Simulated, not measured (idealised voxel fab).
Process module under the name voxel capacitor over wiring
Cross-section cut: width 300 nm, square cells of 5 nm.
Format of a cross-section: grid, square cells. Given as bands. Order: top down. Band: one or more rows of cells.
In this notation a band is specified by the heights of its top and bottom, in that order and in nm, after which its materials appear from left to right, each paired with its width in nm. The word "everywhere" attached to a single material means that material fills the band from edge to edge; the word "blank" stands for empty space.
Heights from 0 (as-received wafer is one material below). Bottom band endless downward, as "0 -> down".
So if you see something like "30..40" for the width, read it as the top row of the band sitting at the first number and the bottom row at the second, with every row in between moving by the same amount as the last.
"no alterations made" after a step means that no cell of the cross-section changed.
Look at "Closed void catalog" for the closed voids: empty spaces with no open path to the top, sized 8 cells or up. Each is width x height at distance, distance from the left edge, all nm.
It should be noted that, on the line of a given step, the content following the step's settings is a remark produced by the simulator itself with respect to that step.
Regarding "overlay nm": on a step with a mask, it is the distance the mask lay to the right of its planned place; a negative value places it to the left.

LISTED BELOW ARE THE PROCESS STEPS AS PLANNED
1,RECEIVE | material Si
2,CONFORMAL_DEP | material SiO2 | thk nm 15
3,DIRECTIONAL_DEP | material TiN | thk nm 5
4,DIRECTIONAL_DEP | material Ru | thk nm 15
5,DIRECTIONAL_DEP | material aC | thk nm 10
6,PATTERN | tone cover | mask id METAL_1 | material resist | width nm 25 | pitch nm 80 | thk nm 25 | overlay nm 0
7,DIRECTIONAL_ETCH | etch materials aC | depth nm 10
8,STRIP | etch materials resist
9,DIRECTIONAL_ETCH | etch materials Ru | depth nm 15
10,DIRECTIONAL_ETCH | etch materials TiN | depth nm 5
11,STRIP | etch materials aC
12,FILL_DEP | material SiO2 | thk nm 10
13,CMP | height nm 35
14,CONFORMAL_DEP | material SiCN | thk nm 5
15,DIRECTIONAL_DEP | material SiO2 | thk nm 20
16,MASKED_ETCH | tone open | mask id PLUG_1 | width nm 15 | etch materials SiO2 | depth nm 20 | overlay nm 0
17,MASKED_ETCH | tone open | mask id PLUG_1 | width nm 15 | etch materials SiCN | depth nm 5 | overlay nm 0
18,CONFORMAL_DEP | material TiN | thk nm 5
19,FILL_DEP | material Ru | thk nm 5
20,CMP | height nm 60
21,DIRECTIONAL_DEP | material TiN | thk nm 10
22,DIRECTIONAL_DEP | material Al2O3 | thk nm 5
23,DIRECTIONAL_DEP | material TiN | thk nm 5
24,MASKED_ETCH | tone cover | mask id UPPER_PLATE | width nm 60 | etch materials TiN | depth nm 5 | overlay nm 0
25,MASKED_ETCH | tone cover | mask id UPPER_PLATE | width nm 60 | etch materials Al2O3 | depth nm 5 | overlay nm 0
26,MASKED_ETCH | tone cover | mask id LOWER_PLATE | width nm 70 | etch materials TiN | depth nm 10 | overlay nm 0
27,FILL_DEP | material SiO2 | thk nm 15
28,CMP | height nm 90
29,DIRECTIONAL_DEP | material aC | thk nm 15
30,PATTERN | tone open | mask id PLUG_2 | material resist | width nm 15 | thk nm 35 | overlay nm 0
31,DIRECTIONAL_ETCH | etch materials aC | depth nm 15
32,STRIP | etch materials resist
33,DIRECTIONAL_ETCH | etch materials SiO2 | depth nm 10
34,STRIP | etch materials aC
35,CONFORMAL_DEP | material TiN | thk nm 5
36,FILL_DEP | material Ru | thk nm 5
37,CMP | height nm 90
38,CONFORMAL_DEP | material SiN | thk nm 5

SHOWN IN CROSS-SECTION IS THE WAFER AS RECEIVED, THAT IS, AS IT STANDS AFTER STEP 1
  0 -> down | Si everywhere
  Closed void catalog: none

CROSS-SECTIONAL RESULT AFTER MODULE COMPLETION. NOTE: STARTING CONDITION AND PLAN ARE UNCHANGED FROM ABOVE; ONE PROCESSING MISTAKE WAS MADE
  95 -> 90 | SiN everywhere
  90 -> 85 | 115 of SiO2, 5 of aC, 5 of Ru, 5 of aC, 170 of SiO2
  85 -> 80 | 115 of SiO2, 15 of aC, 170 of SiO2
  80 -> 75 | 105 of SiO2, 60 of TiN, 135 of SiO2
  75 -> 70 | 105 of SiO2, 60 of Al2O3, 135 of SiO2
  70 -> 60 | 100 of SiO2, 70 of TiN, 130 of SiO2
  60 -> 40 | 105 of SiO2, 5 of TiN, 5 of Ru, 5 of TiN, 180 of SiO2
  40 -> 35 | 105 of SiCN, 15 of TiN, 180 of SiCN
  35 -> 20 | 95 of SiO2, 25 of Ru, 55 of SiO2, 25 of Ru, 100 of SiO2
  20 -> 15 | 95 of SiO2, 25 of TiN, 55 of SiO2, 25 of TiN, 100 of SiO2
  15 -> 0 | SiO2 everywhere
  0 -> down | Si everywhere
  Closed void catalog: none
In executing the process, a mistake was made relative to the plan: rather than as planned, step 35 actually ran as CONFORMAL_DEP | material aC | thk nm 5
